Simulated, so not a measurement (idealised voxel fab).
Process module name: voxel trench capacitor
Shown is cross-section cut, with a width of 160 nm and square cells of size 5 nm.
Cross-section layout: square cells on a grid; listed as bands, top to bottom; a band spans one or more cell rows. A band entry consists of two parts. The first gives the height of the band's top and the height of its bottom, in nm. The rest lists the band's materials from left to right, each with its width in nm. A single material labelled with the word "everywhere" fills the band from edge to edge, and the word "empty" marks empty space. Heights are reckoned from 0. Under this level, the received wafer is all of one material. The bottommost band is open-ended downward, for example "z 0 and below". You'd read "30->40" like this: the band's top row of cells is as wide as the first number, its bottom row is as wide as the second, and going down, every row changes width by the same amount as the row before did. A step reported as "identical to before" is a step in which no cell of the cross-section changed. Entry "Voids, sealed" = empty spaces >= 8 cells with no open way to the top; each as width x height at distance, distance from left edge, all nm. On each step's line, the part that comes after the settings is the simulator's own comment on the step. overlay nm: on a step with a mask, how far right of its planned place the mask lay; negative means left.

The following list gives the planned process steps:
step 1: RECEIVE,material Si
step 2: CONFORMAL_DEP,material SiN,thk nm 5
step 3: DIRECTIONAL_DEP,material aC,thk nm 15
step 4: PATTERN,tone open,mask id TRENCH,material resist,width nm 15,pitch nm 35,thk nm 30,overlay nm -15
step 5: DIRECTIONAL_ETCH,etch materials aC,depth nm 15
step 6: STRIP,etch materials resist
step 7: DIRECTIONAL_ETCH,etch materials SiN,depth nm 5
step 8: DIRECTIONAL_ETCH,etch materials Si,depth nm 25
step 9: STRIP,etch materials aC
step 10: CONFORMAL_DEP,material Al2O3,thk nm 5
step 11: FILL_DEP,material polySi,thk nm 5
step 12: CMP,height nm 5
Where the wafers of this document differ is in the overlay nm of step 4; they start out the same, and the plan states the value that applied to the first wafer.

Received wafers, first of several: cross-section after step 1:
  z 0 and below | Si everywhere
  Voids, sealed: none

The cross-section of the first of several wafers is given below for the end of the module, after its final step, step 12:
  z 5 to 0 | 40 of SiN; 5 of Al2O3; 5 of polySi; 5 of Al2O3; 20 of SiN; 5 of Al2O3; 5 of polySi; 5 of Al2O3; 70 of SiN
  z 0 to -20 | 40 of Si; 5 of Al2O3; 5 of polySi; 5 of Al2O3; 20 of Si; 5 of Al2O3; 5 of polySi; 5 of Al2O3; 70 of Si
  z -20 to -25 | 40 of Si; 15 of Al2O3; 20 of Si; 15 of Al2O3; 70 of Si
  z -25 and below | Si everywhere
  Voids, sealed: none

Cross-section of the final wafer among several, taken at the end of the module:
  z 5 to 0 | 70 of SiN; 5 of Al2O3; 5 of polySi; 5 of Al2O3; 20 of SiN; 5 of Al2O3; 5 of polySi; 5 of Al2O3; 40 of SiN
  z 0 to -20 | 70 of Si; 5 of Al2O3; 5 of polySi; 5 of Al2O3; 20 of Si; 5 of Al2O3; 5 of polySi; 5 of Al2O3; 40 of Si
  z -20 to -25 | 70 of Si; 15 of Al2O3; 20 of Si; 15 of Al2O3; 40 of Si
  z -25 and below | Si everywhere
  Voids, sealed: none

Table: wafers, a row each; end-of-module cell change per material since receipt, gain (+), loss (-); then closed voids:
overlay nm -15; +26 Al2O3; -30 Si; +26 SiN; +10 polySi; Voids, sealed: none
overlay nm -10; +26 Al2O3; -30 Si; +26 SiN; +10 polySi; Voids, sealed: none
overlay nm -5; +26 Al2O3; -30 Si; +26 SiN; +10 polySi; Voids, sealed: none
overlay nm 0; +26 Al2O3; -30 Si; +26 SiN; +10 polySi; Voids, sealed: none
overlay nm 5; +26 Al2O3; -30 Si; +26 SiN; +10 polySi; Voids, sealed: none
overlay nm 10; +26 Al2O3; -30 Si; +26 SiN; +10 polySi; Voids, sealed: none
overlay nm 15; +26 Al2O3; -30 Si; +26 SiN; +10 polySi; Voids, sealed: none
